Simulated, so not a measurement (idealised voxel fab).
The document below concerns the process module designated voxel transistor to metal.
It is cross-section cut that appears here, measuring 260 nm in width, its square cells being 5 nm in size.
Cross-section, as written here: a square-cell grid given band by band from the top down, where a band holds one or more rows of cells.
The band entry comprises the height of the band's top followed by the height of its bottom, expressed in nm, and subsequently the band's materials from left to right, each stated together with its width in nm. Where a single material is marked with the word "everywhere", that material fills the band from edge to edge. The word "air" represents empty space.
Heights are expressed relative to 0, this being the level below which the as-received wafer comprises one material exclusively. The lowest band is unbounded in the downward direction and is denoted as in "0 down".
Width: "30->40" (first number = top row, second number = bottom row, same change from row to row of cells).
Take "nothing altered" at face value: in the step it is given for, the cross-section changed in none of its cells.
Unvented cavities: empty space of 8 cells or more with no open way to the top, each as width x height at its distance from the left edge, in nm
On each step's line, the part that comes after the settings is the simulator's own comment on the step.
"overlay nm" denotes, for a step that has a mask, the displacement of the mask to the right of its planned place, with negative values corresponding to the left.
### Process steps - plan
1. RECEIVE, material Si
2. OXIDIZE, depth nm 5
3. CONFORMAL_DEP, material SiN, thk nm 15
4. PATTERN, tone cover, mask id ACTIVE, material resist, width nm 95, pitch nm 125, thk nm 15, overlay nm 0
5. DIRECTIONAL_ETCH, etch materials SiN, depth nm 15
6. DIRECTIONAL_ETCH, etch materials SiO2, depth nm 5
7. DIRECTIONAL_ETCH, etch materials Si, depth nm 30
8. STRIP, etch materials resist
9. OXIDIZE, depth nm 5
10. FILL_DEP, material SiO2, thk nm 10
11. CMP, height nm 15
12. SELECTIVE_ETCH, etch materials SiO2, depth nm 10
13. STRIP, etch materials SiN
14. SELECTIVE_ETCH, etch materials SiO2, depth nm 5
15. OXIDIZE, depth nm 5
16. DIRECTIONAL_DEP, material polySi, thk nm 25
17. DIRECTIONAL_DEP, material SiCN, thk nm 15
18. MASKED_ETCH, tone cover, mask id GATE, width nm 25, pitch nm 125, etch materials SiCN, depth nm 25, overlay nm 0
19. MASKED_ETCH, tone cover, mask id GATE, width nm 25, pitch nm 125, etch materials polySi, depth nm 35, overlay nm -5
20. CONFORMAL_DEP, material SiN, thk nm 5
21. DIRECTIONAL_ETCH, etch materials SiN, depth nm 5
22. DIRECTIONAL_ETCH, etch materials SiO2, depth nm 5
23. DIRECTIONAL_ETCH, etch materials Si, depth nm 15
24. EPI, material SiGe, thk nm 15
25. FILL_DEP, material SiO2, thk nm 5
26. CMP, height nm 35
27. DIRECTIONAL_DEP, material SiO2, thk nm 15
28. MASKED_ETCH, tone open, mask id CONTACT, width nm 25, etch materials SiO2, depth nm 60, overlay nm 0
29. CONFORMAL_DEP, material TiN, thk nm 5
30. FILL_DEP, material W, thk nm 5
31. CMP, height nm 50
32. CONFORMAL_DEP, material SiN, thk nm 5
33. DIRECTIONAL_DEP, material SiO2, thk nm 15
34. DIRECTIONAL_DEP, material aC, thk nm 15
35. PATTERN, tone open, mask id METAL_1, material resist, width nm 15, thk nm 30, overlay nm 0
36. DIRECTIONAL_ETCH, etch materials aC, depth nm 15
37. STRIP, etch materials resist
38. DIRECTIONAL_ETCH, etch materials SiO2, depth nm 15
39. DIRECTIONAL_ETCH, etch materials SiN, depth nm 5
40. STRIP, etch materials aC
41. CONFORMAL_DEP, material TiN, thk nm 5
42. FILL_DEP, material Cu, thk nm 10
43. CMP, height nm 70
44. CONFORMAL_DEP, material SiN, thk nm 5
It is noted that the wafers described herein are identical at the outset and are distinguished by the overlay nm of step 19; the value stated in the plan corresponds to the first wafer.
### As-received state after step 1, first of several wafers, cross-section
0 down: Si everywhere
Unvented cavities: none
### Tabulated below, wafer by wafer, are the end-of-module results: for each material, the number of cells gained (+) or lost (-) relative to the as-received state, followed by the closed voids
overlay nm -5; +12 Cu; -266 Si; +30 SiCN; +90 SiGe; +128 SiN; +498 SiO2; +138 TiN; +90 W; +60 polySi; Unvented cavities: none
overlay nm 0; +12 Cu; -272 Si; +30 SiCN; +96 SiGe; +128 SiN; +496 SiO2; +144 TiN; +96 W; +50 polySi; Unvented cavities: none
overlay nm 5; +12 Cu; -266 Si; +30 SiCN; +90 SiGe; +128 SiN; +498 SiO2; +138 TiN; +90 W; +60 polySi; Unvented cavities: none
